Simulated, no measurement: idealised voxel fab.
Name of the process module below: voxel transistor to metal
The cross-section on display is named cut; it measures 145 nm wide, and its cells are 5 nm squares.
Think of the cross-section as a grid of square cells. We describe it in bands, top to bottom, and each band covers one or more rows of those cells. Quick guide to a band line: top height, bottom height (nm) up front; then every material left to right with its width in nm. Only one material and it's marked "all across"? Then it fills the band edge to edge. And "empty" just means empty space. Heights from 0 (as-received wafer is one material below). Bottom band endless downward, as "0..down". Note: "30 to 40" means the width goes from the first number (top row of the band) to the second number (bottom row) in equal steps per row of cells. For the purposes of this document, the phrase "all unchanged" attached to a step denotes that no cell within the cross-section was modified by that step. This entry, "Non-vented voids", enumerates those empty regions of no fewer than 8 cells that possess no open connection to the top. Each region is reported in the form width x height at distance, the distance being taken from the left edge, with all three quantities expressed in nm. If you see something after the settings on a step's line, that's the simulator's own remark about that step. Steps that use a mask can have "overlay nm" on their line. It says how far the mask sat to the right of where it was meant to be. Negative means to the left.
### Intended process steps
step 1: op RECEIVE | material Si
step 2: op CONFORMAL_DEP | material SiO2 | thk nm 5
step 3: op CONFORMAL_DEP | material SiN | thk nm 15
step 4: op MASKED_ETCH | tone cover | mask id ACTIVE | width nm 105 | etch materials SiN | depth nm 15 | overlay nm 0
step 5: op MASKED_ETCH | tone cover | mask id ACTIVE | width nm 105 | etch materials SiO2 | depth nm 5 | overlay nm 0
step 6: op MASKED_ETCH | tone cover | mask id ACTIVE | width nm 105 | etch materials Si | depth nm 30 | overlay nm 0
step 7: op FILL_DEP | material SiO2 | thk nm 15
step 8: op CMP | height nm 20
step 9: op SELECTIVE_ETCH | etch materials SiO2 | depth nm 10
step 10: op STRIP | etch materials SiN
step 11: op SELECTIVE_ETCH | etch materials SiO2 | depth nm 5
step 12: op OXIDIZE | depth nm 5
step 13: op DIRECTIONAL_DEP | material polySi | thk nm 20
step 14: op DIRECTIONAL_DEP | material SiCN | thk nm 10
step 15: op MASKED_ETCH | tone cover | mask id GATE | width nm 15 | etch materials SiCN | depth nm 20 | overlay nm 0
step 16: op MASKED_ETCH | tone cover | mask id GATE | width nm 15 | etch materials polySi | depth nm 30 | overlay nm 0
step 17: op CONFORMAL_DEP | material SiO2 | thk nm 5
step 18: op DIRECTIONAL_ETCH | etch materials SiO2 | depth nm 5
step 19: op CONFORMAL_DEP | material SiN | thk nm 5
step 20: op DIRECTIONAL_ETCH | etch materials SiN | depth nm 5
step 21: op DIRECTIONAL_ETCH | etch materials SiO2 | depth nm 5
step 22: op DIRECTIONAL_ETCH | etch materials Si | depth nm 10
step 23: op EPI | material SiGe | thk nm 15
step 24: op FILL_DEP | material SiO2 | thk nm 10
step 25: op CMP | height nm 30
step 26: op DIRECTIONAL_DEP | material SiO2 | thk nm 15
step 27: op MASKED_ETCH | tone open | mask id CONTACT | width nm 30 | pitch nm 55 | etch materials SiO2 | depth nm 35 | overlay nm 0
step 28: op CONFORMAL_DEP | material TiN | thk nm 5
step 29: op FILL_DEP | material W | thk nm 5
step 30: op CMP | height nm 45
step 31: op CONFORMAL_DEP | material SiN | thk nm 5
step 32: op DIRECTIONAL_DEP | material SiO2 | thk nm 20
step 33: op DIRECTIONAL_DEP | material aC | thk nm 10
step 34: op PATTERN | tone open | mask id METAL_1 | material resist | width nm 15 | pitch nm 70 | thk nm 30 | overlay nm 0
step 35: op DIRECTIONAL_ETCH | etch materials aC | depth nm 10
step 36: op STRIP | etch materials resist
step 37: op DIRECTIONAL_ETCH | etch materials SiO2 | depth nm 20
step 38: op DIRECTIONAL_ETCH | etch materials SiN | depth nm 5
step 39: op STRIP | etch materials aC
step 40: op CONFORMAL_DEP | material TiN | thk nm 5
step 41: op FILL_DEP | material W | thk nm 10
step 42: op CMP | height nm 70
step 43: op CONFORMAL_DEP | material SiCN | thk nm 5
step 44: op DIRECTIONAL_DEP | material lowk | thk nm 35
step 45: op MASKED_ETCH | tone open | mask id METAL_2 | width nm 15 | pitch nm 70 | etch materials lowk | depth nm 20 | overlay nm 0
step 46: op DIRECTIONAL_DEP | material aC | thk nm 15
step 47: op PATTERN | tone open | mask id METAL_2_HOLES | material resist | width nm 15 | pitch nm 70 | thk nm 30 | overlay nm 0
step 48: op DIRECTIONAL_ETCH | etch materials aC | depth nm 15
step 49: op STRIP | etch materials resist
step 50: op DIRECTIONAL_ETCH | etch materials lowk | depth nm 15
step 51: op DIRECTIONAL_ETCH | etch materials SiCN | depth nm 5
step 52: op STRIP | etch materials aC
step 53: op CONFORMAL_DEP | material TiN | thk nm 5
step 54: op FILL_DEP | material Ru | thk nm 10
step 55: op CMP | height nm 110
step 56: op CONFORMAL_DEP | material SiN | thk nm 5
### Cross-section, incoming material, after step 1
0..down = Si all across
Non-vented voids: none
### Module complete - cross-section of the first of two wafers, run according to plan
115..110 = SiN all across
110..75 = lowk: 30, TiN: 5, Ru: 5, TiN: 5, lowk: 55, TiN: 5, Ru: 5, TiN: 5, lowk: 30
75..70 = SiCN: 30, TiN: 15, SiCN: 55, TiN: 15, SiCN: 30
70..50 = SiO2: 30, TiN: 5, W: 5, TiN: 5, SiO2: 55, TiN: 5, W: 5, TiN: 5, SiO2: 30
50..45 = SiN: 30, TiN: 15, SiN: 55, TiN: 15, SiN: 30
45..35 = SiO2: 30, TiN: 5, W: 20, TiN: 5, SiO2: 25, TiN: 5, W: 20, TiN: 5, SiO2: 30
35..30 = SiO2: 30, TiN: 5, W: 15, TiN: 10, SiO2: 25, TiN: 10, W: 15, TiN: 5, SiO2: 30
30..20 = SiO2: 30, TiN: 5, W: 15, TiN: 5, SiN: 5, SiO2: 5, SiCN: 15, SiO2: 5, SiN: 5, TiN: 5, W: 15, TiN: 5, SiO2: 30
20..15 = SiO2: 30, TiN: 5, W: 15, TiN: 5, SiN: 5, SiO2: 5, polySi: 15, SiO2: 5, SiN: 5, TiN: 5, W: 15, TiN: 5, SiO2: 30
15..10 = SiO2: 30, TiN: 25, SiN: 5, SiO2: 5, polySi: 15, SiO2: 5, SiN: 5, TiN: 25, SiO2: 30
10..5 = SiO2: 20, SiGe: 35, SiN: 5, SiO2: 5, polySi: 15, SiO2: 5, SiN: 5, SiGe: 35, SiO2: 20
5..0 = SiO2: 20, SiN: 5, SiGe: 30, SiN: 5, SiO2: 5, polySi: 15, SiO2: 5, SiN: 5, SiGe: 30, SiN: 5, SiO2: 20
0..-5 = SiO2: 25, SiGe: 30, SiO2: 35, SiGe: 30, SiO2: 25
-5..-15 = SiO2: 20, Si: 5, SiGe: 30, Si: 35, SiGe: 30, Si: 5, SiO2: 20
-15..-30 = SiO2: 20, Si: 105, SiO2: 20
-30..down = Si all across
Non-vented voids: none
### Cross-sectional image of the second wafer of the two following completion of the module. Starting state and process plan were the same as for the first wafer; one execution error occurred
115..110 = SiN all across
110..105 = lowk: 30, TiN: 5, Ru: 5, TiN: 5, lowk: 55, TiN: 5, Ru: 5, TiN: 5, lowk: 30
105..100 = lowk: 30, TiN: 15, lowk: 55, TiN: 15, lowk: 30
100..90 = lowk: 30, SiCN: 15, lowk: 55, SiCN: 15, lowk: 30
90..75 = lowk all across
75..70 = SiCN all across
70..50 = SiO2: 30, TiN: 5, W: 5, TiN: 5, SiO2: 55, TiN: 5, W: 5, TiN: 5, SiO2: 30
50..45 = SiN: 30, TiN: 15, SiN: 55, TiN: 15, SiN: 30
45..35 = SiO2: 30, TiN: 5, W: 20, TiN: 5, SiO2: 25, TiN: 5, W: 20, TiN: 5, SiO2: 30
35..30 = SiO2: 30, TiN: 5, W: 15, TiN: 10, SiO2: 25, TiN: 10, W: 15, TiN: 5, SiO2: 30
30..20 = SiO2: 30, TiN: 5, W: 15, TiN: 5, SiN: 5, SiO2: 5, SiCN: 15, SiO2: 5, SiN: 5, TiN: 5, W: 15, TiN: 5, SiO2: 30
20..15 = SiO2: 30, TiN: 5, W: 15, TiN: 5, SiN: 5, SiO2: 5, polySi: 15, SiO2: 5, SiN: 5, TiN: 5, W: 15, TiN: 5, SiO2: 30
15..10 = SiO2: 30, TiN: 25, SiN: 5, SiO2: 5, polySi: 15, SiO2: 5, SiN: 5, TiN: 25, SiO2: 30
10..5 = SiO2: 20, SiGe: 35, SiN: 5, SiO2: 5, polySi: 15, SiO2: 5, SiN: 5, SiGe: 35, SiO2: 20
5..0 = SiO2: 20, SiN: 5, SiGe: 30, SiN: 5, SiO2: 5, polySi: 15, SiO2: 5, SiN: 5, SiGe: 30, SiN: 5, SiO2: 20
0..-5 = SiO2: 25, SiGe: 30, SiO2: 35, SiGe: 30, SiO2: 25
-5..-15 = SiO2: 20, Si: 5, SiGe: 30, Si: 35, SiGe: 30, Si: 5, SiO2: 20
-15..-30 = SiO2: 20, Si: 105, SiO2: 20
-30..down = Si all across
Non-vented voids: none
So what did we get wrong on this run? contrary to plan, step 46 was performed as op DIRECTIONAL_DEP | material SiCN | thk nm 15
Counted in cells at the end, the second wafer holds more or fewer of these materials than the first: Ru: 12 fewer; SiCN: 18 more; TiN: 24 fewer; lowk: 18 more
